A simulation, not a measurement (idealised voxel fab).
Herein follows the process module entitled voxel transistor to metal.
We display cut, a cross-section 150 nm in width whose square cells are each 5 nm.
Throughout this document, each cross-section is represented as a grid of square cells and is presented as a sequence of bands enumerated from the top downward, where a band comprises one or more rows of cells.
Heads up on the band format: heights come first, top then bottom, in nm. After that it's the materials left to right, each with its width in nm. A single material flagged "edge to edge" fills the whole band edge to edge, and "air" means there's empty space there.
Heights are measured from 0, the level below which the as-received wafer is all one material; the lowest band has no bottom and continues downward, written as in "0 down".
Top row gets the first number, bottom row gets the second, and each row in between changes by the same step: that is how a band width like "30..40" works.
Where the words "no change occurred" appear for a step, the cross-section shows no cell changed by that step; every cell remained as before.
Look at "Closed voids list" for the closed voids: empty spaces with no open path to the top, sized 8 cells or up. Each is width x height at distance, distance from the left edge, all nm.
Step line, after settings: the simulator's comment on this step.
overlay nm: right-of-plan distance of the mask on a masked step; negative values mean left-of-plan.

**This section lists the process steps that were planned**
1) RECEIVE [material Si]
2) CONFORMAL_DEP [material SiO2] [thk nm 5]
3) CONFORMAL_DEP [material SiN] [thk nm 15]
4) MASKED_ETCH [tone cover] [mask id ACTIVE] [width nm 105] [etch materials SiN] [depth nm 15] [overlay nm 0]
5) MASKED_ETCH [tone cover] [mask id ACTIVE] [width nm 105] [etch materials SiO2] [depth nm 5] [overlay nm 0]
6) MASKED_ETCH [tone cover] [mask id ACTIVE] [width nm 105] [etch materials Si] [depth nm 30] [overlay nm 0]
7) FILL_DEP [material SiO2] [thk nm 10]
8) CMP [height nm 20]
9) SELECTIVE_ETCH [etch materials SiO2] [depth nm 10]
10) STRIP [etch materials SiN]
11) SELECTIVE_ETCH [etch materials SiO2] [depth nm 5]
12) OXIDIZE [depth nm 5]
13) DIRECTIONAL_DEP [material polySi] [thk nm 20]
14) DIRECTIONAL_DEP [material SiCN] [thk nm 10]
15) MASKED_ETCH [tone cover] [mask id GATE] [width nm 25] [etch materials SiCN] [depth nm 20] [overlay nm 0]
16) MASKED_ETCH [tone cover] [mask id GATE] [width nm 25] [etch materials polySi] [depth nm 30] [overlay nm 0]
17) CONFORMAL_DEP [material SiN] [thk nm 5]
18) DIRECTIONAL_ETCH [etch materials SiN] [depth nm 5]
19) DIRECTIONAL_ETCH [etch materials SiO2] [depth nm 5]
20) EPI [material nSi] [thk nm 5]
21) FILL_DEP [material SiO2] [thk nm 10]
22) CMP [height nm 30]
23) DIRECTIONAL_DEP [material SiO2] [thk nm 10]
24) MASKED_ETCH [tone open] [mask id CONTACT] [width nm 15] [pitch nm 80] [etch materials SiO2] [depth nm 40] [overlay nm 0]
25) CONFORMAL_DEP [material TiN] [thk nm 5]
26) FILL_DEP [material W] [thk nm 10]
27) CMP [height nm 40]
28) CONFORMAL_DEP [material SiCN] [thk nm 5]
29) DIRECTIONAL_DEP [material SiO2] [thk nm 15]
30) MASKED_ETCH [tone open] [mask id METAL_1] [width nm 15] [pitch nm 80] [etch materials SiO2] [depth nm 15] [overlay nm 0]
31) MASKED_ETCH [tone open] [mask id METAL_1] [width nm 15] [pitch nm 80] [etch materials SiCN] [depth nm 5] [overlay nm 0]
32) CONFORMAL_DEP [material TiN] [thk nm 5]
33) FILL_DEP [material Cu] [thk nm 10]
34) CMP [height nm 60]
35) CONFORMAL_DEP [material SiCN] [thk nm 5]
36) DIRECTIONAL_DEP [material SiO2] [thk nm 25]
37) MASKED_ETCH [tone open] [mask id METAL_2] [width nm 15] [pitch nm 80] [etch materials SiO2] [depth nm 15] [overlay nm 0]
38) MASKED_ETCH [tone open] [mask id METAL_2_HOLES] [width nm 15] [pitch nm 80] [etch materials SiO2] [depth nm 10] [overlay nm 0]
39) MASKED_ETCH [tone open] [mask id METAL_2_HOLES] [width nm 15] [pitch nm 80] [etch materials SiCN] [depth nm 5] [overlay nm 0]
40) CONFORMAL_DEP [material TiN] [thk nm 5]
41) FILL_DEP [material Ru] [thk nm 10]
42) CMP [height nm 90]
43) CONFORMAL_DEP [material SiN] [thk nm 5]

**Wafer as received: cross-section following step 1**
  0 down | Si edge to edge
  Closed voids list: none

**Cross-sectional image of the first of two wafers at the end of the module, the run having proceeded as planned**
  95 to 90 | SiN edge to edge
  90 to 65 | SiO2 (25) / TiN (5) / Ru (5) / TiN (5) / SiO2 (65) / TiN (5) / Ru (5) / TiN (5) / SiO2 (30)
  65 to 60 | SiCN (25) / TiN (15) / SiCN (65) / TiN (15) / SiCN (30)
  60 to 45 | SiO2 (25) / TiN (5) / Cu (5) / TiN (5) / SiO2 (65) / TiN (5) / Cu (5) / TiN (5) / SiO2 (30)
  45 to 40 | SiCN (25) / TiN (15) / SiCN (65) / TiN (15) / SiCN (30)
  40 to 30 | SiO2 (25) / TiN (5) / W (5) / TiN (5) / SiO2 (65) / TiN (5) / W (5) / TiN (5) / SiO2 (30)
  30 to 20 | SiO2 (25) / TiN (5) / W (5) / TiN (5) / SiO2 (15) / SiN (5) / SiCN (25) / SiN (5) / SiO2 (15) / TiN (5) / W (5) / TiN (5) / SiO2 (30)
  20 to 5 | SiO2 (25) / TiN (5) / W (5) / TiN (5) / SiO2 (15) / SiN (5) / polySi (25) / SiN (5) / SiO2 (15) / TiN (5) / W (5) / TiN (5) / SiO2 (30)
  5 to 0 | SiO2 (15) / SiN (5) / SiO2 (5) / TiN (15) / SiO2 (15) / SiN (5) / polySi (25) / SiN (5) / SiO2 (15) / TiN (15) / SiO2 (5) / SiN (5) / SiO2 (20)
  0 to -5 | SiO2 (20) / nSi (35) / SiO2 (35) / nSi (35) / SiO2 (25)
  -5 to -30 | SiO2 (20) / Si (105) / SiO2 (25)
  -30 down | Si edge to edge
  Closed voids list: none

**Here's the second of our two wafers sectioned at module end. Same start as the first, same plan, but one mistake got made running it**
  95 to 90 | SiN edge to edge
  90 to 65 | SiO2 (25) / TiN (5) / Ru (5) / TiN (5) / SiO2 (65) / TiN (5) / Ru (5) / TiN (5) / SiO2 (30)
  65 to 60 | SiCN (25) / TiN (15) / SiCN (65) / TiN (15) / SiCN (30)
  60 to 45 | SiO2 (25) / TiN (5) / Cu (5) / TiN (5) / SiO2 (65) / TiN (5) / Cu (5) / TiN (5) / SiO2 (30)
  45 to 40 | SiCN (25) / TiN (15) / SiCN (65) / TiN (15) / SiCN (30)
  40 to 30 | SiO2 (25) / TiN (5) / W (5) / TiN (5) / SiO2 (65) / TiN (5) / W (5) / TiN (5) / SiO2 (30)
  30 to 20 | SiO2 (25) / TiN (5) / W (5) / TiN (5) / SiO2 (15) / SiN (5) / SiCN (25) / SiN (5) / SiO2 (15) / TiN (5) / W (5) / TiN (5) / SiO2 (30)
  20 to 5 | SiO2 (25) / TiN (5) / W (5) / TiN (5) / SiO2 (15) / SiN (5) / polySi (25) / SiN (5) / SiO2 (15) / TiN (5) / W (5) / TiN (5) / SiO2 (30)
  5 to 0 | SiO2 (15) / SiN (5) / SiO2 (5) / TiN (15) / SiO2 (15) / SiN (5) / polySi (25) / SiN (5) / SiO2 (15) / TiN (15) / SiO2 (5) / SiN (5) / SiO2 (20)
  0 to -5 | SiO2 (20) / nSi (35) / SiO2 (35) / nSi (35) / SiO2 (25)
  -5 to -35 | SiO2 (20) / Si (105) / SiO2 (25)
  -35 down | Si edge to edge
  Closed voids list: none
Plan not followed: step 6, actual vs plan mismatch, actual run MASKED_ETCH [tone cover] [mask id ACTIVE] [width nm 105] [etch materials Si] [depth nm 35] [overlay nm 0]
Cell-count delta at end, second wafer over first, by material: 9 fewer of Si; 9 more of SiO2
